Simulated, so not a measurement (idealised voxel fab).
Documented hereafter: the process module known as voxel trench capacitor.
The width of the displayed cross-section, cut, is 215 nm; its cells are square, with a size of 5 nm.
Cross-section spec: square-cell grid; bands listed top down; each band is one or more rows.
Heights first: top, then bottom, in nm. Then materials, left to right, each with a width in nm. "edge to edge" on a single material: fills the band edge to edge. "air": empty space.
Heights are expressed relative to 0, this being the level below which the as-received wafer comprises one material exclusively. The lowest band is unbounded in the downward direction and is denoted as in "0 down".
The width entry "30->40" should be interpreted row by row: the top row of cells in the band takes the first number, the bottom row takes the second number, and the change between adjacent rows is uniform throughout.
For the purposes of this document, the phrase "no change occurred" attached to a step denotes that no cell within the cross-section was modified by that step.
"Closed void list" lists enclosed empty spaces (at least 8 cells, no open path upward to the top), each as width x height at distance from the left edge, in nm.
Where a step's line continues beyond its settings, the continuation is a remark by the simulator itself on that step.
overlay nm: mask right of planned place by this much (step with mask). Neg. = left.
Process steps (planned):
- 1: RECEIVE [material Si]
- 2: CONFORMAL_DEP [material SiN] [thk nm 10]
- 3: MASKED_ETCH [tone open] [mask id TRENCH] [width nm 30] [pitch nm 45] [etch materials SiN] [depth nm 10] [overlay nm 0]
- 4: MASKED_ETCH [tone open] [mask id TRENCH] [width nm 30] [pitch nm 45] [etch materials Si] [depth nm 25] [overlay nm 0]
- 5: CONFORMAL_DEP [material Al2O3] [thk nm 5]
- 6: CONFORMAL_DEP [material TiN] [thk nm 5]
- 7: FILL_DEP [material W] [thk nm 5]
- 8: CMP [height nm 10]
The cross-section here shows the wafer as received, i.e. in its state after step 1:
* 0 down: Si edge to edge
* Closed void list: none
The following cross-section depicts the wafer upon conclusion of the module. Processing commenced from the starting condition illustrated above and adhered to the plan illustrated above, save for one mistake in execution:
* 10 to 0: 45 SiN | 5 TiN | 20 W | 5 TiN | 15 SiN | 5 TiN | 20 W | 5 TiN | 15 SiN | 5 TiN | 20 W | 5 TiN | 50 SiN
* 0 to -20: 45 Si | 5 TiN | 20 W | 5 TiN | 15 Si | 5 TiN | 20 W | 5 TiN | 15 Si | 5 TiN | 20 W | 5 TiN | 50 Si
* -20 to -25: 45 Si | 30 TiN | 15 Si | 30 TiN | 15 Si | 30 TiN | 50 Si
* -25 down: Si edge to edge
* Closed void list: none
What went wrong in running the wafer? step 5 in the plan did not get run; it was skipped
